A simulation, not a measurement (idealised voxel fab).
Proc. module: voxel double patterning
Pictured: cross-section cut, 175 nm wide, on a grid of 5 nm square cells.
If you're reading a cross-section in this doc, picture square cells in a grid; it comes to you as bands, top ones listed first down to the bottom, and a band can be one or more rows of cells.
Within each band entry, the heights of the top and of the bottom of the band appear first, in that order and in nm; the materials of the band then follow from left to right, each with its corresponding width in nm. The designation "throughout" on a single material indicates that it fills the band from edge to edge; the designation "air" indicates empty space.
All heights in this document are referenced to 0, defined as the level beneath which the wafer, as received, consists entirely of one material. The lowest band is not bounded below; it extends indefinitely downward and is written in the form "0 and below".
It should be noted that a width expressed as "30->40" varies in equal increments from row to row of cells within the band, taking the value of the first number at the top row and that of the second number at the bottom row.
No cell of the cross-section changed in a step that is given as "stayed the same".
Reported under the label "Enclosed empty spaces" are the empty spaces having no open way to the top and comprising 8 cells or more; the notation for each is width x height at distance, in which the distance is measured from the left edge and all three values are in nm.
Text after the settings on a step's line: the simulator's own remark on that step.
The setting "overlay nm" may be written on the line of a step. When the step uses a mask, the value reports how far to the right of the planned place the mask lay, and a negative value reports that it lay to the left.
[Process steps foreseen in the plan]
step 1: op RECEIVE | material Si
step 2: op CONFORMAL_DEP | material SiN | thk nm 10
step 3: op DIRECTIONAL_DEP | material SiO2 | thk nm 10
step 4: op DIRECTIONAL_DEP | material SiCN | thk nm 5
step 5: op DIRECTIONAL_DEP | material aC | thk nm 10
step 6: op PATTERN | tone open | mask id FIRST | material resist | width nm 15 | pitch nm 50 | thk nm 30 | overlay nm 0
step 7: op DIRECTIONAL_ETCH | etch materials aC | depth nm 10
step 8: op STRIP | etch materials resist
step 9: op DIRECTIONAL_ETCH | etch materials SiCN | depth nm 5
step 10: op STRIP | etch materials aC
step 11: op MASKED_ETCH | tone open | mask id SECOND | width nm 15 | etch materials SiCN | depth nm 5 | overlay nm 0
step 12: op DIRECTIONAL_ETCH | etch materials SiO2 | depth nm 10
step 13: op STRIP | etch materials SiCN
[Wafer cross-section on receipt, i.e. after step 1]
    0 and below: Si throughout
    Enclosed empty spaces: none
[Looking at the first of two wafers in cross-section at end of module - ran to plan]
    20 down to 10: SiO2 55; air 15; SiO2 10; air 15; SiO2 10; air 15; SiO2 55
    10 down to 0: SiN throughout
    0 and below: Si throughout
    Enclosed empty spaces: none
[What the second wafer looks like in cross-section once the module is done. Its start and its plan matched the first wafer's exactly; what differed was one mistake in how it was run]
    20 down to 10: SiO2 55; air 15; SiO2 20; air 30; SiO2 55
    10 down to 0: SiN throughout
    0 and below: Si throughout
    Enclosed empty spaces: none
Against the plan, the run slipped here: off-plan run, step 11, actual operation and settings op MASKED_ETCH | tone open | mask id SECOND | width nm 15 | etch materials SiCN | depth nm 5 | overlay nm 10
Matching per-material cell counts, mismatched positions: that is how the second wafer compares with the first at the end.
